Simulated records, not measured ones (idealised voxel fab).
The process module that follows is named voxel spacer lines.
Cross-sectional view cut (width: 210 nm; square cell size: 5 nm).
Format of a cross-section: grid, square cells. Given as bands. Order: top down. Band: one or more rows of cells. Heights first: top, then bottom, in nm. Then materials, left to right, each with a width in nm. "throughout" on a single material: fills the band edge to edge. "air": empty space. Where do heights start? At 0: under that level the wafer as delivered is made of one material only. And the lowest band has no floor; it just carries on downward, as in "0 nm and below". A width given as "30 to 40" starts at the first number in the band's top row and ends at the second number in its bottom row, shifting by an equal amount at every step from row to row. For the purposes of this document, the phrase "all unchanged" attached to a step denotes that no cell within the cross-section was modified by that step. This entry, "Sealed-off cavities", enumerates those empty regions of no fewer than 8 cells that possess no open connection to the top. Each region is reported in the form width x height at distance, the distance being taken from the left edge, with all three quantities expressed in nm. Formally, on a step line, whatever follows the settings is a remark that the simulator itself makes on the step. overlay nm: on a step with a mask, how far right of its planned place the mask lay; negative means left.
-- Intended process steps
- 1: RECEIVE with material Si
- 2: CONFORMAL_DEP with material Al2O3, thk nm 10
- 3: DIRECTIONAL_DEP with material W, thk nm 10
- 4: DIRECTIONAL_DEP with material aC, thk nm 20
- 5: PATTERN with tone cover, mask id MANDREL, material resist, width nm 15, pitch nm 50, thk nm 25, overlay nm 0
- 6: DIRECTIONAL_ETCH with etch materials aC, depth nm 20
- 7: STRIP with etch materials resist
- 8: CONFORMAL_DEP with material SiO2, thk nm 10
- 9: DIRECTIONAL_ETCH with etch materials SiO2, depth nm 10
- 10: STRIP with etch materials aC
- 11: DIRECTIONAL_ETCH with etch materials W, depth nm 10
- 12: STRIP with etch materials SiO2
-- as received, after step 1
    0 nm and below  Si throughout
    Sealed-off cavities: none
-- Run as planned - first of the two wafers cross-sectioned at the end of the module
    20 nm to 10 nm  air (60); W (10); air (15); W (10); air (15); W (10); air (15); W (10); air (65)
    10 nm to 0 nm  Al2O3 throughout
    0 nm and below  Si throughout
    Sealed-off cavities: none
-- Now the second wafer, cross-sectioned at the end of the module. Nothing different at the start, nothing different in the plan compared with the first, just one mistake when it was actually run
    20 nm to 10 nm  Al2O3 throughout
    10 nm to 0 nm  W throughout
    0 nm and below  Si throughout
    Sealed-off cavities: none
What broke from the plan during processing? transposition of steps 2 and 3 relative to the planned sequence
Once processing is complete, comparing cell counts shows that the second wafer has more or fewer of certain materials than the first: W: 68 more
